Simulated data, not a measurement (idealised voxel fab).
The document below concerns the process module designated voxel spacer lines.
225 nm wide, 5 nm square cells: that's cross-section cut.
In what follows, cross-sections appear as grids of square cells, described through bands that run from the top down, where every band is one or more rows of cells.
Band: top and bottom heights (nm) first, top before bottom; then materials from left to right, widths in nm. "everywhere" marks a sole material filling the band edge to edge. "empty" denotes empty space.
Heights are expressed relative to 0, this being the level below which the as-received wafer comprises one material exclusively. The lowest band is unbounded in the downward direction and is denoted as in "from 0 down".
You'd read "30 to 40" like this: the band's top row of cells is as wide as the first number, its bottom row is as wide as the second, and going down, every row changes width by the same amount as the row before did.
"nothing altered" (step): cross-section cells unchanged, all of them.
"Closed void listing" specifies each empty space that is not open to the top and that occupies no fewer than 8 cells, using the form width x height at distance, the distance measured from the left edge and all three quantities in nm.
What comes after the settings on a step's line is commentary from the simulator itself on that step.
The "overlay nm" setting may appear on a step's line; for a step that uses a mask, it gives how far to the right of its planned position the mask lay, and a negative value indicates the left.

Intended process steps:
1,RECEIVE,material Si
2,CONFORMAL_DEP,material Al2O3,thk nm 10
3,DIRECTIONAL_DEP,material polySi,thk nm 15
4,DIRECTIONAL_DEP,material aC,thk nm 30
5,PATTERN,tone cover,mask id MANDREL,material resist,width nm 20,pitch nm 60,thk nm 35,overlay nm 0
6,DIRECTIONAL_ETCH,etch materials aC,depth nm 30
7,STRIP,etch materials resist
8,CONFORMAL_DEP,material SiO2,thk nm 10
9,DIRECTIONAL_ETCH,etch materials SiO2,depth nm 10
10,STRIP,etch materials aC
11,DIRECTIONAL_ETCH,etch materials polySi,depth nm 15
12,STRIP,etch materials SiO2

Cross-section: wafer on arrival = after step 1:
	from 0 down = Si everywhere
	Closed void listing: none

End-of-module cross-section of the first of two wafers, processed as planned:
	from 25 to 10 = empty=60, polySi=10, empty=20, polySi=10, empty=20, polySi=10, empty=20, polySi=10, empty=65
	from 10 to 0 = Al2O3 everywhere
	from 0 down = Si everywhere
	Closed void listing: none

Cross-sectional view of the second of two wafers upon completion of the module. This wafer shared its starting condition and process plan with the first; one error was made during its execution:
	from 25 to 10 = empty=65, polySi=10, empty=20, polySi=10, empty=20, polySi=10, empty=20, polySi=10, empty=60
	from 10 to 0 = Al2O3 everywhere
	from 0 down = Si everywhere
	Closed void listing: none
Which mistake was made when the wafer was run? in deviation from the planned setting, step 5 was conducted as PATTERN,tone cover,mask id MANDREL,material resist,width nm 20,pitch nm 60,thk nm 35,overlay nm 5
At the close, every material occupies the same number of cells on the second wafer as on the first, only in different positions.
